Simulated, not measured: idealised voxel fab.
The name of this process module is voxel gate over fins.
FYI the section here is cut, 210 nm wide, cells are 5 nm squares.
In this document a cross-section is written as a grid of square cells. It is given as a series of bands, listed from the top down, and a band is one or more rows of cells.
A band entry consists of two parts. The first gives the height of the band's top and the height of its bottom, in nm. The rest lists the band's materials from left to right, each with its width in nm. A single material labelled with the word "full width" fills the band from edge to edge, and the word "empty" marks empty space.
The reference from which all heights are counted is 0, the level beneath which the as-received wafer is entirely one material; the lowest band, having no lower bound, proceeds downward and is written after the example "from 0 down".
A two-number width, for instance "30..40", indicates that the width is equal to the first number in the top row of the band and to the second number in the bottom row, and that it changes by a constant amount per row of cells.
Step marked "nothing was modified"? Then no cell in the cross-section changed in it.
Empty spaces without an open route to the top, at least 8 cells in extent, make up the entry "Cavities, sealed"; each is given as width x height at distance, where the distance is measured from the left edge, and all are in nm.
That trailing text on a step's line, after the settings, is the simulator's own remark on the step.
What "overlay nm" on a step's line means: if the step has a mask, that mask lay this far to the right of its planned place, or, when the value is negative, to the left.

PLANNED PROCESS STEPS
1) RECEIVE, material Si
2) CONFORMAL_DEP, material SiN, thk nm 10
3) DIRECTIONAL_DEP, material aC, thk nm 10
4) PATTERN, tone cover, mask id FINS, material resist, width nm 15, pitch nm 55, thk nm 30, overlay nm 0
5) DIRECTIONAL_ETCH, etch materials aC, depth nm 10
6) STRIP, etch materials resist
7) DIRECTIONAL_ETCH, etch materials SiN, depth nm 10
8) DIRECTIONAL_ETCH, etch materials Si, depth nm 35
9) STRIP, etch materials aC
10) FILL_DEP, material SiO2, thk nm 15
11) CMP, height nm 10
12) DIRECTIONAL_DEP, material aC, thk nm 10
13) PATTERN, tone open, mask id RAIL, material resist, width nm 15, thk nm 25, overlay nm 0
14) DIRECTIONAL_ETCH, etch materials aC, depth nm 10
15) STRIP, etch materials resist
16) DIRECTIONAL_ETCH, etch materials SiO2, depth nm 40
17) STRIP, etch materials aC
18) CONFORMAL_DEP, material TiN, thk nm 5
19) FILL_DEP, material W, thk nm 10
20) CMP, height nm 10
21) SELECTIVE_ETCH, etch materials W Ru TiN, depth nm 30
22) FILL_DEP, material SiO2, thk nm 5
23) CMP, height nm 10
24) SELECTIVE_ETCH, etch materials SiO2, depth nm 20
25) STRIP, etch materials SiN
26) CONFORMAL_DEP, material HfO2, thk nm 5
27) CONFORMAL_DEP, material TiN, thk nm 5
28) CONFORMAL_DEP, material TiAl, thk nm 5
29) CONFORMAL_DEP, material TiN, thk nm 5
30) FILL_DEP, material W, thk nm 15
31) CMP, height nm 30
32) CONFORMAL_DEP, material SiCN, thk nm 10

SO THIS IS THE INCOMING WAFER IN CROSS-SECTION - IT'S ALREADY BEEN THROUGH STEP 1
	from 0 down | Si full width
	Cavities, sealed: none

POST-MODULE CROSS-SECTION OF THE FIRST OF TWO WAFERS (RUN PER PLAN)
	from 40 to 30 | SiCN full width
	from 30 to 20 | W full width
	from 20 to 15 | W 20, TiN 165, W 25
	from 15 to 10 | W 20, TiN 5, TiAl 45, TiN 10, TiAl 45, TiN 10, TiAl 45, TiN 5, W 25
	from 10 to 5 | TiN 25, TiAl 5, TiN 35, TiAl 5, TiN 10, TiAl 5, TiN 35, TiAl 5, TiN 10, TiAl 5, TiN 35, TiAl 5, TiN 30
	from 5 to 0 | TiAl 30, TiN 5, HfO2 25, TiN 5, TiAl 20, TiN 5, HfO2 25, TiN 5, TiAl 20, TiN 5, HfO2 25, TiN 5, TiAl 35
	from 0 to -5 | TiN 35, HfO2 5, Si 15, HfO2 5, TiN 30, HfO2 5, Si 15, HfO2 5, TiN 30, HfO2 5, Si 15, HfO2 5, TiN 40
	from -5 to -10 | HfO2 40, Si 15, HfO2 40, Si 15, HfO2 40, Si 15, HfO2 45
	from -10 to -20 | SiO2 40, Si 15, SiO2 40, Si 15, SiO2 40, Si 15, SiO2 45
	from -20 to -25 | SiO2 40, Si 15, SiO2 10, TiN 5, W 5, TiN 5, SiO2 15, Si 15, SiO2 40, Si 15, SiO2 45
	from -25 to -30 | SiO2 40, Si 15, SiO2 10, TiN 15, SiO2 15, Si 15, SiO2 40, Si 15, SiO2 45
	from -30 to -35 | SiO2 40, Si 15, SiO2 40, Si 15, SiO2 40, Si 15, SiO2 45
	from -35 down | Si full width
	Cavities, sealed: none

SECOND WAFER AT THE END: LIKE START, LIKE PLAN, ONE MISTAKE
	from 40 to 30 | SiCN full width
	from 30 to 20 | Ru full width
	from 20 to 15 | Ru 20, TiN 165, Ru 25
	from 15 to 10 | Ru 20, TiN 5, TiAl 45, TiN 10, TiAl 45, TiN 10, TiAl 45, TiN 5, Ru 25
	from 10 to 5 | TiN 25, TiAl 5, TiN 35, TiAl 5, TiN 10, TiAl 5, TiN 35, TiAl 5, TiN 10, TiAl 5, TiN 35, TiAl 5, TiN 30
	from 5 to 0 | TiAl 30, TiN 5, HfO2 25, TiN 5, TiAl 20, TiN 5, HfO2 25, TiN 5, TiAl 20, TiN 5, HfO2 25, TiN 5, TiAl 35
	from 0 to -5 | TiN 35, HfO2 5, Si 15, HfO2 5, TiN 30, HfO2 5, Si 15, HfO2 5, TiN 30, HfO2 5, Si 15, HfO2 5, TiN 40
	from -5 to -10 | HfO2 40, Si 15, HfO2 40, Si 15, HfO2 40, Si 15, HfO2 45
	from -10 to -20 | SiO2 40, Si 15, SiO2 40, Si 15, SiO2 40, Si 15, SiO2 45
	from -20 to -25 | SiO2 40, Si 15, SiO2 10, TiN 5, W 5, TiN 5, SiO2 15, Si 15, SiO2 40, Si 15, SiO2 45
	from -25 to -30 | SiO2 40, Si 15, SiO2 10, TiN 15, SiO2 15, Si 15, SiO2 40, Si 15, SiO2 45
	from -30 to -35 | SiO2 40, Si 15, SiO2 40, Si 15, SiO2 40, Si 15, SiO2 45
	from -35 down | Si full width
	Cavities, sealed: none
Against the plan, the run slipped here: step 30 went in with a setting other than planned; the actual run was FILL_DEP, material Ru, thk nm 15
At the finish, the second wafer shows more or fewer cells for some materials than the first does: +102 Ru | -102 W
